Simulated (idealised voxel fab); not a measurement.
The process module presented herein is designated voxel self aligned vias.
This is section cut - it's 250 nm across, gridded in 5 nm square cells.
We lay out every cross-section as a grid of square cells and spell it out in bands from the top down, where one band means one or more rows of cells.
Band entry format. Leading values: height of top, height of bottom, nm. Remainder: materials in left-to-right order, each with its width in nm. Special words: "everywhere" on a single material, which then fills the band edge to edge; "empty", empty space.
Ref level 0: as-received wafer is one material below here. Bottom band extends down with no lower bound ("0..down").
The expression "30..40" gives the width at the extremes of the band, the first number at its top row of cells and the second at its bottom row, with the width changing by equal amounts from each row to the next in between.
"left unchanged" for a step: no cell of the cross-section changed in that step.
Empty spaces without an open route to the top, at least 8 cells in extent, make up the entry "Closed void catalog"; each is given as width x height at distance, where the distance is measured from the left edge, and all are in nm.
Text after the settings on a step's line: the simulator's own remark on that step.
For masked steps, "overlay nm" on the step line gives how far right of plan the mask actually lay; a minus sign means it lay to the left.

### The following list gives the planned process steps
- 1: RECEIVE: material Si
- 2: CONFORMAL_DEP: material SiO2, thk nm 10
- 3: CONFORMAL_DEP: material SiCN, thk nm 5
- 4: DIRECTIONAL_DEP: material lowk, thk nm 30
- 5: DIRECTIONAL_DEP: material aC, thk nm 10
- 6: PATTERN: tone open, mask id LINES, material resist, width nm 20, pitch nm 70, thk nm 25, overlay nm 0
- 7: DIRECTIONAL_ETCH: etch materials aC, depth nm 10
- 8: STRIP: etch materials resist
- 9: DIRECTIONAL_ETCH: etch materials lowk, depth nm 30
- 10: STRIP: etch materials aC
- 11: CONFORMAL_DEP: material TiN, thk nm 5
- 12: FILL_DEP: material Ru, thk nm 10
- 13: CMP: height nm 45
- 14: SELECTIVE_ETCH: etch materials W Ru TiN, depth nm 10
- 15: FILL_DEP: material SiN, thk nm 10
- 16: CMP: height nm 45
- 17: DIRECTIONAL_DEP: material lowk, thk nm 15
- 18: DIRECTIONAL_DEP: material aC, thk nm 10
- 19: PATTERN: tone open, mask id VIAS, material resist, width nm 40, pitch nm 70, thk nm 25, overlay nm 0
- 20: DIRECTIONAL_ETCH: etch materials aC, depth nm 10
- 21: STRIP: etch materials resist
- 22: DIRECTIONAL_ETCH: etch materials lowk, depth nm 15
- 23: DIRECTIONAL_ETCH: etch materials SiN, depth nm 10
- 24: STRIP: etch materials aC
- 25: CONFORMAL_DEP: material TiN, thk nm 5
- 26: FILL_DEP: material Ru, thk nm 5
- 27: CMP: height nm 60
- 28: CONFORMAL_DEP: material SiCN, thk nm 5

### Run as planned: first of two wafers

### Step 1 complete: cross-section of the wafer as received
- 0..down  Si everywhere
- Closed void catalog: none

### Step 2 done - wafer cross-section
- 10..0  SiO2 everywhere
- No changes below 0.

### Step 3 done - wafer cross-section
- 15..10  SiCN everywhere
- No changes below 10.

### Step 4 done - wafer cross-section
- 45..15  lowk everywhere
- No changes below 15.

### Step 5 done - wafer cross-section
- 55..45  aC everywhere
- No changes below 45.

### Step 6 done - wafer cross-section
- 80..55  resist 80 nm / empty 20 nm / resist 50 nm / empty 20 nm / resist 80 nm
- No changes below 55.

### Step 7 done - wafer cross-section
- 70..55  resist 80 nm / empty 20 nm / resist 50 nm / empty 20 nm / resist 80 nm
- 55..45  aC 80 nm / empty 20 nm / aC 50 nm / empty 20 nm / aC 80 nm
- No changes below 45.

### Step 8 done - wafer cross-section
- 55..45  aC 80 nm / empty 20 nm / aC 50 nm / empty 20 nm / aC 80 nm
- No changes below 45.

### Step 9 done - wafer cross-section
- 55..45  aC 80 nm / empty 20 nm / aC 50 nm / empty 20 nm / aC 80 nm
- 45..15  lowk 80 nm / empty 20 nm / lowk 50 nm / empty 20 nm / lowk 80 nm
- No changes below 15.

### Step 10 done - wafer cross-section
- 45..15  lowk 80 nm / empty 20 nm / lowk 50 nm / empty 20 nm / lowk 80 nm
- No changes below 15.

### Step 11 done - wafer cross-section
- 50..45  TiN 85 nm / empty 10 nm / TiN 60 nm / empty 10 nm / TiN 85 nm
- 45..20  lowk 80 nm / TiN 5 nm / empty 10 nm / TiN 5 nm / lowk 50 nm / TiN 5 nm / empty 10 nm / TiN 5 nm / lowk 80 nm
- 20..15  lowk 80 nm / TiN 20 nm / lowk 50 nm / TiN 20 nm / lowk 80 nm
- No changes below 15.

### Step 12 done - wafer cross-section
- 60..50  Ru everywhere
- 50..45  TiN 85 nm / Ru 10 nm / TiN 60 nm / Ru 10 nm / TiN 85 nm
- 45..20  lowk 80 nm / TiN 5 nm / Ru 10 nm / TiN 5 nm / lowk 50 nm / TiN 5 nm / Ru 10 nm / TiN 5 nm / lowk 80 nm
- No changes below 20.

### Step 13 done - wafer cross-section
- 45..20  lowk 80 nm / TiN 5 nm / Ru 10 nm / TiN 5 nm / lowk 50 nm / TiN 5 nm / Ru 10 nm / TiN 5 nm / lowk 80 nm
- No changes below 20.

### Step 14 done - wafer cross-section
- 45..35  lowk 80 nm / empty 20 nm / lowk 50 nm / empty 20 nm / lowk 80 nm
- No changes below 35.

### Step 15 done - wafer cross-section
- 55..45  SiN everywhere
- 45..35  lowk 80 nm / SiN 20 nm / lowk 50 nm / SiN 20 nm / lowk 80 nm
- No changes below 35.

### Step 16 done - wafer cross-section
- 45..35  lowk 80 nm / SiN 20 nm / lowk 50 nm / SiN 20 nm / lowk 80 nm
- No changes below 35.

### Step 17 done - wafer cross-section
- 60..45  lowk everywhere
- No changes below 45.

### Step 18 done - wafer cross-section
- 70..60  aC everywhere
- No changes below 60.

### Step 19 done - wafer cross-section
- 95..70  resist 70 nm / empty 40 nm / resist 30 nm / empty 40 nm / resist 70 nm
- No changes below 70.

### Step 20 done - wafer cross-section
- 85..70  resist 70 nm / empty 40 nm / resist 30 nm / empty 40 nm / resist 70 nm
- 70..60  aC 70 nm / empty 40 nm / aC 30 nm / empty 40 nm / aC 70 nm
- No changes below 60.

### Step 21 done - wafer cross-section
- 70..60  aC 70 nm / empty 40 nm / aC 30 nm / empty 40 nm / aC 70 nm
- No changes below 60.

### Step 22 done - wafer cross-section
- 70..60  aC 70 nm / empty 40 nm / aC 30 nm / empty 40 nm / aC 70 nm
- 60..45  lowk 70 nm / empty 40 nm / lowk 30 nm / empty 40 nm / lowk 70 nm
- No changes below 45.

### Step 23 done - wafer cross-section
- 70..60  aC 70 nm / empty 40 nm / aC 30 nm / empty 40 nm / aC 70 nm
- 60..45  lowk 70 nm / empty 40 nm / lowk 30 nm / empty 40 nm / lowk 70 nm
- 45..35  lowk 80 nm / empty 20 nm / lowk 50 nm / empty 20 nm / lowk 80 nm
- No changes below 35.

### Step 24 done - wafer cross-section
- 60..45  lowk 70 nm / empty 40 nm / lowk 30 nm / empty 40 nm / lowk 70 nm
- No changes below 45.

### Step 25 done - wafer cross-section
- 65..60  TiN 75 nm / empty 30 nm / TiN 40 nm / empty 30 nm / TiN 75 nm
- 60..50  lowk 70 nm / TiN 5 nm / empty 30 nm / TiN 5 nm / lowk 30 nm / TiN 5 nm / empty 30 nm / TiN 5 nm / lowk 70 nm
- 50..40  lowk 70..80 nm / TiN 15..5 nm / empty 10 nm / TiN 15..5 nm / lowk 30..50 nm / TiN 15..5 nm / empty 10 nm / TiN 15..5 nm / lowk 70..80 nm
- 40..35  lowk 80 nm / TiN 20 nm / lowk 50 nm / TiN 20 nm / lowk 80 nm
- No changes below 35.

### Step 26 done - wafer cross-section
- 70..65  Ru everywhere
- 65..60  TiN 75 nm / Ru 30 nm / TiN 40 nm / Ru 30 nm / TiN 75 nm
- 60..50  lowk 70 nm / TiN 5 nm / Ru 30 nm / TiN 5 nm / lowk 30 nm / TiN 5 nm / Ru 30 nm / TiN 5 nm / lowk 70 nm
- 50..40  lowk 70..80 nm / TiN 15..5 nm / Ru 10 nm / TiN 15..5 nm / lowk 30..50 nm / TiN 15..5 nm / Ru 10 nm / TiN 15..5 nm / lowk 70..80 nm
- No changes below 40.

### Step 27 done - wafer cross-section
- 60..50  lowk 70 nm / TiN 5 nm / Ru 30 nm / TiN 5 nm / lowk 30 nm / TiN 5 nm / Ru 30 nm / TiN 5 nm / lowk 70 nm
- No changes below 50.

### Step 28 done - wafer cross-section
- 65..60  SiCN everywhere
- No changes below 60.

### It is to be noted that the second wafer proceeded from the same initial state and according to the same plan as the first, although one mistake was committed in its execution; through step 2, inclusive, the two wafers share an identical history

At the planned end of step 3, the second wafer in cross-section: left unchanged

### At the planned end of step 4, the second wafer in cross-section
- 40..10  lowk everywhere
- No changes below 10.

### At the planned end of step 5, the second wafer in cross-section
- 50..40  aC everywhere
- No changes below 40.

### At the planned end of step 6, the second wafer in cross-section
- 75..50  resist 80 nm / empty 20 nm / resist 50 nm / empty 20 nm / resist 80 nm
- No changes below 50.

### At the planned end of step 7, the second wafer in cross-section
- 65..50  resist 80 nm / empty 20 nm / resist 50 nm / empty 20 nm / resist 80 nm
- 50..40  aC 80 nm / empty 20 nm / aC 50 nm / empty 20 nm / aC 80 nm
- No changes below 40.

### At the planned end of step 8, the second wafer in cross-section
- 50..40  aC 80 nm / empty 20 nm / aC 50 nm / empty 20 nm / aC 80 nm
- No changes below 40.

### At the planned end of step 9, the second wafer in cross-section
- 50..40  aC 80 nm / empty 20 nm / aC 50 nm / empty 20 nm / aC 80 nm
- 40..10  lowk 80 nm / empty 20 nm / lowk 50 nm / empty 20 nm / lowk 80 nm
- No changes below 10.

### At the planned end of step 10, the second wafer in cross-section
- 40..10  lowk 80 nm / empty 20 nm / lowk 50 nm / empty 20 nm / lowk 80 nm
- No changes below 10.

### At the planned end of step 11, the second wafer in cross-section
- 45..40  TiN 85 nm / empty 10 nm / TiN 60 nm / empty 10 nm / TiN 85 nm
- 40..15  lowk 80 nm / TiN 5 nm / empty 10 nm / TiN 5 nm / lowk 50 nm / TiN 5 nm / empty 10 nm / TiN 5 nm / lowk 80 nm
- 15..10  lowk 80 nm / TiN 20 nm / lowk 50 nm / TiN 20 nm / lowk 80 nm
- No changes below 10.

### At the planned end of step 12, the second wafer in cross-section
- 55..45  Ru everywhere
- 45..40  TiN 85 nm / Ru 10 nm / TiN 60 nm / Ru 10 nm / TiN 85 nm
- 40..15  lowk 80 nm / TiN 5 nm / Ru 10 nm / TiN 5 nm / lowk 50 nm / TiN 5 nm / Ru 10 nm / TiN 5 nm / lowk 80 nm
- No changes below 15.

### At the planned end of step 13, the second wafer in cross-section
- 45..40  TiN 85 nm / Ru 10 nm / TiN 60 nm / Ru 10 nm / TiN 85 nm
- No changes below 40.

### At the planned end of step 14, the second wafer in cross-section
- 40..35  lowk 80 nm / empty 20 nm / lowk 50 nm / empty 20 nm / lowk 80 nm
- No changes below 35.

### At the planned end of step 15, the second wafer in cross-section
- 50..40  SiN everywhere
- 40..35  lowk 80 nm / SiN 20 nm / lowk 50 nm / SiN 20 nm / lowk 80 nm
- No changes below 35.

### At the planned end of step 16, the second wafer in cross-section
- 45..40  SiN everywhere
- No changes below 40.

### At the planned end of step 17, the second wafer in cross-section
- 60..45  lowk everywhere
- No changes below 45.

### At the planned end of step 18, the second wafer in cross-section
- 70..60  aC everywhere
- No changes below 60.

### At the planned end of step 19, the second wafer in cross-section
- 95..70  resist 70 nm / empty 40 nm / resist 30 nm / empty 40 nm / resist 70 nm
- No changes below 70.

### At the planned end of step 20, the second wafer in cross-section
- 85..70  resist 70 nm / empty 40 nm / resist 30 nm / empty 40 nm / resist 70 nm
- 70..60  aC 70 nm / empty 40 nm / aC 30 nm / empty 40 nm / aC 70 nm
- No changes below 60.

### At the planned end of step 21, the second wafer in cross-section
- 70..60  aC 70 nm / empty 40 nm / aC 30 nm / empty 40 nm / aC 70 nm
- No changes below 60.

### At the planned end of step 22, the second wafer in cross-section
- 70..60  aC 70 nm / empty 40 nm / aC 30 nm / empty 40 nm / aC 70 nm
- 60..45  lowk 70 nm / empty 40 nm / lowk 30 nm / empty 40 nm / lowk 70 nm
- No changes below 45.

### At the planned end of step 23, the second wafer in cross-section
- 70..60  aC 70 nm / empty 40 nm / aC 30 nm / empty 40 nm / aC 70 nm
- 60..45  lowk 70 nm / empty 40 nm / lowk 30 nm / empty 40 nm / lowk 70 nm
- 45..40  SiN 70 nm / empty 40 nm / SiN 30 nm / empty 40 nm / SiN 70 nm
- 40..35  lowk 80 nm / empty 20 nm / lowk 50 nm / empty 20 nm / lowk 80 nm
- No changes below 35.

### At the planned end of step 24, the second wafer in cross-section
- 60..45  lowk 70 nm / empty 40 nm / lowk 30 nm / empty 40 nm / lowk 70 nm
- No changes below 45.

### At the planned end of step 25, the second wafer in cross-section
- 65..60  TiN 75 nm / empty 30 nm / TiN 40 nm / empty 30 nm / TiN 75 nm
- 60..45  lowk 70 nm / TiN 5 nm / empty 30 nm / TiN 5 nm / lowk 30 nm / TiN 5 nm / empty 30 nm / TiN 5 nm / lowk 70 nm
- 45..40  SiN 70 nm / TiN 15 nm / empty 10 nm / TiN 15 nm / SiN 30 nm / TiN 15 nm / empty 10 nm / TiN 15 nm / SiN 70 nm
- 40..35  lowk 80 nm / TiN 20 nm / lowk 50 nm / TiN 20 nm / lowk 80 nm
- No changes below 35.

### At the planned end of step 26, the second wafer in cross-section
- 70..65  Ru everywhere
- 65..60  TiN 75 nm / Ru 30 nm / TiN 40 nm / Ru 30 nm / TiN 75 nm
- 60..45  lowk 70 nm / TiN 5 nm / Ru 30 nm / TiN 5 nm / lowk 30 nm / TiN 5 nm / Ru 30 nm / TiN 5 nm / lowk 70 nm
- 45..40  SiN 70 nm / TiN 15 nm / Ru 10 nm / TiN 15 nm / SiN 30 nm / TiN 15 nm / Ru 10 nm / TiN 15 nm / SiN 70 nm
- No changes below 40.

### At the planned end of step 27, the second wafer in cross-section
- 60..45  lowk 70 nm / TiN 5 nm / Ru 30 nm / TiN 5 nm / lowk 30 nm / TiN 5 nm / Ru 30 nm / TiN 5 nm / lowk 70 nm
- No changes below 45.

### At the planned end of step 28, the second wafer in cross-section
- 65..60  SiCN everywhere
- No changes below 60.
Processing error: step 3 of the plan: omitted, not performed
Upon completion, the second wafer contains, in terms of cells, a greater or smaller amount of certain materials than the first wafer: Ru: 12 more; SiCN: 50 fewer; SiN: 34 more; TiN: 4 more
